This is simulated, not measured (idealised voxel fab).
A process module follows: voxel trench capacitor.
This is section cut - it's 245 nm across, gridded in 5 nm square cells.
If you're reading a cross-section in this doc, picture square cells in a grid; it comes to you as bands, top ones listed first down to the bottom, and a band can be one or more rows of cells.
Band: top and bottom heights (nm) first, top before bottom; then materials from left to right, widths in nm. "full width" marks a sole material filling the band edge to edge. "blank" denotes empty space.
Counting heights begins at 0, where everything beneath is, in the wafer as received, one material. The lowest band has no bottom; it goes on downwards, as "0 and below" shows.
Top row gets the first number, bottom row gets the second, and each row in between changes by the same step: that is how a band width like "30..40" works.
"no modifications", as given for a step, is the statement that not any cell of the cross-section underwent a change during that step.
Entry "Sealed internal cavities". Content: empty spaces with no open connection to the top, size 8 cells or greater. Each: width x height at distance. Distance: from left edge. Unit: nm.
Whatever follows a step's settings on its line is a remark the simulator itself makes about that step.
When a step includes a mask, the "overlay nm" setting on its line states how far to the right of its planned place that mask lay, and negative values state how far to the left.

LISTED BELOW ARE THE PROCESS STEPS AS PLANNED
| 1 | op RECEIVE | material Si |
| 2 | op CONFORMAL_DEP | material SiN | thk nm 5 |
| 3 | op PATTERN | tone open | mask id TRENCH | material resist | width nm 30 | pitch nm 45 | thk nm 15 | overlay nm 0 |
| 4 | op DIRECTIONAL_ETCH | etch materials SiN | depth nm 5 |
| 5 | op DIRECTIONAL_ETCH | etch materials Si | depth nm 40 |
| 6 | op STRIP | etch materials resist |
| 7 | op CONFORMAL_DEP | material HfO2 | thk nm 5 |
| 8 | op CONFORMAL_DEP | material TiN | thk nm 5 |
| 9 | op FILL_DEP | material W | thk nm 5 |
| 10 | op CMP | height nm 5 |

CROSS-SECTION, INCOMING MATERIAL, AFTER STEP 1
    0 and below | Si full width
    Sealed internal cavities: none

WAFER CROSS-SECTION AT END OF MODULE: START AND PLAN AS SHOWN ABOVE, ONE EXECUTION ERROR
    5 down to 0 | SiN: 40  HfO2: 5  TiN: 5  SiN: 10  TiN: 5  HfO2: 5  SiN: 15  HfO2: 5  TiN: 5  SiN: 10  TiN: 5  HfO2: 5  SiN: 15  HfO2: 5  TiN: 5  SiN: 10  TiN: 5  HfO2: 5  SiN: 15  HfO2: 5  TiN: 5  SiN: 10  TiN: 5  HfO2: 5  SiN: 40
    0 down to -30 | Si: 40  HfO2: 5  TiN: 5  SiN: 10  TiN: 5  HfO2: 5  Si: 15  HfO2: 5  TiN: 5  SiN: 10  TiN: 5  HfO2: 5  Si: 15  HfO2: 5  TiN: 5  SiN: 10  TiN: 5  HfO2: 5  Si: 15  HfO2: 5  TiN: 5  SiN: 10  TiN: 5  HfO2: 5  Si: 40
    -30 down to -35 | Si: 40  HfO2: 5  TiN: 20  HfO2: 5  Si: 15  HfO2: 5  TiN: 20  HfO2: 5  Si: 15  HfO2: 5  TiN: 20  HfO2: 5  Si: 15  HfO2: 5  TiN: 20  HfO2: 5  Si: 40
    -35 down to -40 | Si: 40  HfO2: 30  Si: 15  HfO2: 30  Si: 15  HfO2: 30  Si: 15  HfO2: 30  Si: 40
    -40 and below | Si full width
    Sealed internal cavities: none
Plan not followed: step 9 ran differently from the plan; actual operation with settings: op FILL_DEP | material SiN | thk nm 5
